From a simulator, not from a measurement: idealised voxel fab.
The process module presented herein is designated voxel capacitor over wiring.
In the cross-section labelled cut, the width is 155 nm and each square cell is 5 nm.
Heads up, the way a cross-section reads in here is a grid of square cells, handed over as bands from the top down, with every band being one or more rows of cells.
First you get the band's top height and its bottom height, in nm, and then the materials it's made of, left to right, with each width in nm. If you see a single material with "full width", that one covers the band edge to edge. "empty" is empty space.
Ref level 0: as-received wafer is one material below here. Bottom band extends down with no lower bound ("0 nm and below").
Read "30->40" as a graded width: first number on top, second number at the bottom, same change between each pair of neighbouring rows.
"no alterations made" (step): cross-section cells unchanged, all of them.
Closed empty spaces (no open way to the top) of 8 cells or more are what "Entrapped void list" lists, each as width x height at distance from the left edge, nm for all three.
It should be noted that, on the line of a given step, the content following the step's settings is a remark produced by the simulator itself with respect to that step.
What "overlay nm" on a step's line means: if the step has a mask, that mask lay this far to the right of its planned place, or, when the value is negative, to the left.
Process steps foreseen in the plan
1: op RECEIVE | material Si
2: op CONFORMAL_DEP | material SiO2 | thk nm 10
3: op DIRECTIONAL_DEP | material TiN | thk nm 5
4: op DIRECTIONAL_DEP | material Ru | thk nm 25
5: op MASKED_ETCH | tone cover | mask id METAL_1 | width nm 30 | pitch nm 85 | etch materials Ru | depth nm 25 | overlay nm 0
6: op MASKED_ETCH | tone cover | mask id METAL_1 | width nm 30 | pitch nm 85 | etch materials TiN | depth nm 5 | overlay nm 0
7: op CONFORMAL_DEP | material SiN | thk nm 5
8: op FILL_DEP | material lowk | thk nm 5
9: op CMP | height nm 40
10: op CONFORMAL_DEP | material SiCN | thk nm 5
11: op DIRECTIONAL_DEP | material SiO2 | thk nm 20
12: op PATTERN | tone open | mask id PLUG_1 | material resist | width nm 15 | thk nm 20 | overlay nm 0
13: op DIRECTIONAL_ETCH | etch materials SiO2 | depth nm 20
14: op DIRECTIONAL_ETCH | etch materials SiCN | depth nm 5
15: op STRIP | etch materials resist
16: op EPI | material Ru | thk nm 10
17: op EPI | material Ru | thk nm 10
18: op EPI | material Ru | thk nm 5
19: op DIRECTIONAL_DEP | material TiN | thk nm 10
20: op DIRECTIONAL_DEP | material Al2O3 | thk nm 5
21: op DIRECTIONAL_DEP | material TiN | thk nm 10
22: op MASKED_ETCH | tone cover | mask id UPPER_PLATE | width nm 60 | etch materials TiN | depth nm 10 | overlay nm 0
23: op MASKED_ETCH | tone cover | mask id UPPER_PLATE | width nm 60 | etch materials Al2O3 | depth nm 5 | overlay nm 0
24: op MASKED_ETCH | tone cover | mask id LOWER_PLATE | width nm 70 | etch materials TiN | depth nm 10 | overlay nm 0
25: op FILL_DEP | material SiO2 | thk nm 15
26: op CMP | height nm 100
27: op MASKED_ETCH | tone open | mask id PLUG_2 | width nm 15 | etch materials SiO2 | depth nm 10 | overlay nm 0
28: op CONFORMAL_DEP | material TiN | thk nm 5
29: op FILL_DEP | material Cu | thk nm 10
30: op CMP | height nm 100
31: op CONFORMAL_DEP | material SiCN | thk nm 5
Cross-section of the wafer upon arrival, representing the state reached after step 1
    0 nm and below = Si full width
    Entrapped void list: none
Wafer at module end, in section. Began as above, planned as above, run with one mistake
    105 nm to 100 nm = SiCN full width
    100 nm to 95 nm = SiO2=45 | TiN=5 | Cu=5 | TiN=5 | SiO2=95
    95 nm to 90 nm = SiO2=45 | TiN=15 | SiO2=95
    90 nm to 80 nm = SiO2=35 | TiN=60 | SiO2=60
    80 nm to 75 nm = SiO2=35 | Al2O3=60 | SiO2=60
    75 nm to 65 nm = SiO2=30 | TiN=70 | SiO2=55
    65 nm to 45 nm = SiO2=35 | Ru=15 | SiO2=105
    45 nm to 40 nm = SiCN=35 | Ru=15 | SiCN=105
    40 nm to 15 nm = Cu=15 | SiN=5 | Ru=30 | SiN=5 | Cu=45 | SiN=5 | Ru=30 | SiN=5 | Cu=15
    15 nm to 10 nm = SiN=20 | TiN=30 | SiN=55 | TiN=30 | SiN=20
    10 nm to 0 nm = SiO2 full width
    0 nm and below = Si full width
    Entrapped void list: none
Where did the run depart from the plan? step 8, actual vs plan mismatch, actual run op FILL_DEP | material Cu | thk nm 5
